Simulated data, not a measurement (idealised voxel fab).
The following process module bears the name voxel double patterning.
The figure presents cross-section cut, which has a width of 265 nm and is divided into square cells with an edge length of 5 nm.
Cross-section = grid of square cells, listed top down in bands; band = one or more rows. A band entry consists of two parts. The first gives the height of the band's top and the height of its bottom, in nm. The rest lists the band's materials from left to right, each with its width in nm. A single material labelled with the word "throughout" fills the band from edge to edge, and the word "blank" marks empty space. Heights are reckoned from 0. Under this level, the received wafer is all of one material. The bottommost band is open-ended downward, for example "0 nm and below". Quick explanation for "30 to 40": the width changes in equal steps down the rows of cells, from the first number in the band's top row to the second number in its bottom row. Step note "no alteration" = no cross-section cell changed. For the entry "Sealed cavities", the listed items are empty spaces with no open way to the top whose size is 8 cells or more; each item follows the pattern width x height at distance, where distance is from the left edge and all three are in nm. The remark found on a step's line after its settings is issued by the simulator itself and pertains to that step. Steps that use a mask can have "overlay nm" on their line. It says how far the mask sat to the right of where it was meant to be. Negative means to the left.
-- List of planned process steps
1,RECEIVE [material Si]
2,CONFORMAL_DEP [material SiO2] [thk nm 10]
3,DIRECTIONAL_DEP [material polySi] [thk nm 20]
4,DIRECTIONAL_DEP [material SiCN] [thk nm 5]
5,DIRECTIONAL_DEP [material aC] [thk nm 15]
6,PATTERN [tone open] [mask id FIRST] [material resist] [width nm 15] [pitch nm 50] [thk nm 35] [overlay nm 0]
7,DIRECTIONAL_ETCH [etch materials aC] [depth nm 15]
8,STRIP [etch materials resist]
9,DIRECTIONAL_ETCH [etch materials SiCN] [depth nm 5]
10,STRIP [etch materials aC]
11,PATTERN [tone open] [mask id SECOND] [material resist] [width nm 15] [thk nm 20] [overlay nm 0]
12,DIRECTIONAL_ETCH [etch materials SiCN] [depth nm 5]
13,STRIP [etch materials resist]
14,DIRECTIONAL_ETCH [etch materials polySi] [depth nm 20]
15,STRIP [etch materials SiCN]
-- Wafer, first of two, run as planned
-- Cross-sectional view of the wafer in its as-received condition, corresponding to the state after step 1
  0 nm and below  Si throughout
  Sealed cavities: none
-- The wafer, seen in cross-section, after step 2
  10 nm to 0 nm  SiO2 throughout
  below 0: unchanged
-- The wafer, seen in cross-section, after step 3
  30 nm to 10 nm  polySi throughout
  below 10: unchanged
-- The wafer, seen in cross-section, after step 4
  35 nm to 30 nm  SiCN throughout
  below 30: unchanged
-- The wafer, seen in cross-section, after step 5
  50 nm to 35 nm  aC throughout
  below 35: unchanged
-- The wafer, seen in cross-section, after step 6
  85 nm to 50 nm  resist (100), blank (15), resist (35), blank (15), resist (100)
  below 50: unchanged
-- The wafer, seen in cross-section, after step 7
  70 nm to 50 nm  resist (100), blank (15), resist (35), blank (15), resist (100)
  50 nm to 35 nm  aC (100), blank (15), aC (35), blank (15), aC (100)
  below 35: unchanged
-- The wafer, seen in cross-section, after step 8
  50 nm to 35 nm  aC (100), blank (15), aC (35), blank (15), aC (100)
  below 35: unchanged
-- The wafer, seen in cross-section, after step 9
  50 nm to 35 nm  aC (100), blank (15), aC (35), blank (15), aC (100)
  35 nm to 30 nm  SiCN (100), blank (15), SiCN (35), blank (15), SiCN (100)
  below 30: unchanged
-- The wafer, seen in cross-section, after step 10
  35 nm to 30 nm  SiCN (100), blank (15), SiCN (35), blank (15), SiCN (100)
  below 30: unchanged
-- The wafer, seen in cross-section, after step 11
  55 nm to 35 nm  resist (125), blank (15), resist (125)
  35 nm to 30 nm  SiCN (100), resist (15), SiCN (35), resist (15), SiCN (100)
  below 30: unchanged
-- The wafer, seen in cross-section, after step 12
  55 nm to 35 nm  resist (125), blank (15), resist (125)
  35 nm to 30 nm  SiCN (100), resist (15), SiCN (10), blank (15), SiCN (10), resist (15), SiCN (100)
  below 30: unchanged
-- The wafer, seen in cross-section, after step 13
  35 nm to 30 nm  SiCN (100), blank (15), SiCN (10), blank (15), SiCN (10), blank (15), SiCN (100)
  below 30: unchanged
-- The wafer, seen in cross-section, after step 14
  35 nm to 30 nm  SiCN (100), blank (15), SiCN (10), blank (15), SiCN (10), blank (15), SiCN (100)
  30 nm to 10 nm  polySi (100), blank (15), polySi (10), blank (15), polySi (10), blank (15), polySi (100)
  below 10: unchanged
-- The wafer, seen in cross-section, after step 15
  30 nm to 10 nm  polySi (100), blank (15), polySi (10), blank (15), polySi (10), blank (15), polySi (100)
  below 10: unchanged
-- The second wafer: identical to the first at the outset and in its planned sequence, differing only in that one mistake was made during processing; up to and including step 1, its path is the first wafer's path
Second wafer, section view, time point: scheduled end of step 2: no alteration
-- Second wafer, section view, time point: scheduled end of step 3
  20 nm to 0 nm  polySi throughout
  below 0: unchanged
-- Second wafer, section view, time point: scheduled end of step 4
  25 nm to 20 nm  SiCN throughout
  below 20: unchanged
-- Second wafer, section view, time point: scheduled end of step 5
  40 nm to 25 nm  aC throughout
  below 25: unchanged
-- Second wafer, section view, time point: scheduled end of step 6
  75 nm to 40 nm  resist (100), blank (15), resist (35), blank (15), resist (100)
  below 40: unchanged
-- Second wafer, section view, time point: scheduled end of step 7
  60 nm to 40 nm  resist (100), blank (15), resist (35), blank (15), resist (100)
  40 nm to 25 nm  aC (100), blank (15), aC (35), blank (15), aC (100)
  below 25: unchanged
-- Second wafer, section view, time point: scheduled end of step 8
  40 nm to 25 nm  aC (100), blank (15), aC (35), blank (15), aC (100)
  below 25: unchanged
-- Second wafer, section view, time point: scheduled end of step 9
  40 nm to 25 nm  aC (100), blank (15), aC (35), blank (15), aC (100)
  25 nm to 20 nm  SiCN (100), blank (15), SiCN (35), blank (15), SiCN (100)
  below 20: unchanged
-- Second wafer, section view, time point: scheduled end of step 10
  25 nm to 20 nm  SiCN (100), blank (15), SiCN (35), blank (15), SiCN (100)
  below 20: unchanged
-- Second wafer, section view, time point: scheduled end of step 11
  45 nm to 25 nm  resist (125), blank (15), resist (125)
  25 nm to 20 nm  SiCN (100), resist (15), SiCN (35), resist (15), SiCN (100)
  below 20: unchanged
-- Second wafer, section view, time point: scheduled end of step 12
  45 nm to 25 nm  resist (125), blank (15), resist (125)
  25 nm to 20 nm  SiCN (100), resist (15), SiCN (10), blank (15), SiCN (10), resist (15), SiCN (100)
  below 20: unchanged
-- Second wafer, section view, time point: scheduled end of step 13
  25 nm to 20 nm  SiCN (100), blank (15), SiCN (10), blank (15), SiCN (10), blank (15), SiCN (100)
  below 20: unchanged
-- Second wafer, section view, time point: scheduled end of step 14
  25 nm to 20 nm  SiCN (100), blank (15), SiCN (10), blank (15), SiCN (10), blank (15), SiCN (100)
  20 nm to 0 nm  polySi (100), blank (15), polySi (10), blank (15), polySi (10), blank (15), polySi (100)
  below 0: unchanged
-- Second wafer, section view, time point: scheduled end of step 15
  20 nm to 0 nm  polySi (100), blank (15), polySi (10), blank (15), polySi (10), blank (15), polySi (100)
  below 0: unchanged
Deviation noted in wafer processing: the run left out plan step 2 entirely, so it was never executed
FYI, end of process, the second wafer has more or fewer cells of some materials than the first: SiO2: 106 fewer
